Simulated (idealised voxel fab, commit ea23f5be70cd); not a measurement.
The following process module bears the name voxel self aligned contacts.
Square cell edge 5 nm, section width 280 nm, ID cut.
Throughout this document, each cross-section is represented as a grid of square cells and is presented as a sequence of bands enumerated from the top downward, where a band comprises one or more rows of cells. Basically the band line says how high the top is and how high the bottom is, in nm, and then what's in it from left to right, every material with its width in nm. Empty space shows up as "blank", and if a single material carries "full width" it runs the full band edge to edge. Ref level 0: as-received wafer is one material below here. Bottom band extends down with no lower bound ("0 -> down"). So if you see something like "30->40" for the width, read it as the top row of the band sitting at the first number and the bottom row at the second, with every row in between moving by the same amount as the last. For the purposes of this document, the phrase "nothing was modified" attached to a step denotes that no cell within the cross-section was modified by that step. "Closed void roster" contains a list of empty spaces, each no smaller than 8 cells and without an open way to the top, written in the form width x height at distance with the distance from the left edge and all three in nm. That trailing text on a step's line, after the settings, is the simulator's own remark on the step. You can add "overlay nm" to a step's line. For a step with a mask, it describes how far the mask lay to the right of its planned position, and a negative number describes a lay to the left.

-- Steps planned for the process
| 1 | RECEIVE | material Si |
| 2 | CONFORMAL_DEP | material SiO2 | thk nm 5 |
| 3 | DIRECTIONAL_DEP | material polySi | thk nm 30 |
| 4 | DIRECTIONAL_DEP | material SiN | thk nm 20 |
| 5 | MASKED_ETCH | tone cover | mask id GATE | width nm 25 | pitch nm 50 | etch materials SiN | depth nm 20 | overlay nm 0 |
| 6 | MASKED_ETCH | tone cover | mask id GATE | width nm 25 | pitch nm 50 | etch materials polySi | depth nm 30 | overlay nm 0 |
| 7 | CONFORMAL_DEP | material SiN | thk nm 5 |
| 8 | DIRECTIONAL_ETCH | etch materials SiN | depth nm 5 |
| 9 | FILL_DEP | material SiO2 | thk nm 20 |
| 10 | CMP | height nm 65 |
| 11 | PATTERN | tone open | mask id CONTACT | material resist | width nm 35 | pitch nm 50 | thk nm 15 | overlay nm 0 |
| 12 | DIRECTIONAL_ETCH | etch materials SiO2 | depth nm 65 |
| 13 | STRIP | etch materials resist |
| 14 | CONFORMAL_DEP | material TiN | thk nm 5 |
| 15 | FILL_DEP | material W | thk nm 10 |
| 16 | CMP | height nm 65 |
| 17 | CONFORMAL_DEP | material SiCN | thk nm 5 |

-- Step 1 complete: cross-section of the wafer as received
    0 -> down | Si full width
    Closed void roster: none

-- Wafer at module end, in section. Began as above, planned as above, run with one mistake
    70 -> 65 | SiCN full width
    65 -> 55 | SiO2: 95, then TiN: 5, then W: 25, then TiN: 5, then SiO2: 15, then TiN: 5, then W: 25, then TiN: 5, then SiO2: 100
    55 -> 50 | SiO2: 95, then TiN: 10, then W: 15, then TiN: 10, then SiO2: 15, then TiN: 10, then W: 15, then TiN: 10, then SiO2: 100
    50 -> 35 | SiO2: 75, then SiN: 25, then TiN: 5, then W: 15, then TiN: 5, then SiN: 25, then TiN: 5, then W: 15, then TiN: 5, then SiN: 25, then SiO2: 80
    35 -> 5 | SiO2: 75, then polySi: 25, then TiN: 5, then W: 15, then TiN: 5, then polySi: 25, then TiN: 5, then W: 15, then TiN: 5, then polySi: 25, then SiO2: 80
    5 -> 0 | SiO2: 100, then TiN: 25, then SiO2: 25, then TiN: 25, then SiO2: 105
    0 -> down | Si full width
    Closed void roster: none
What was done differently from what was planned? plan step 7 was not performed, having been skipped
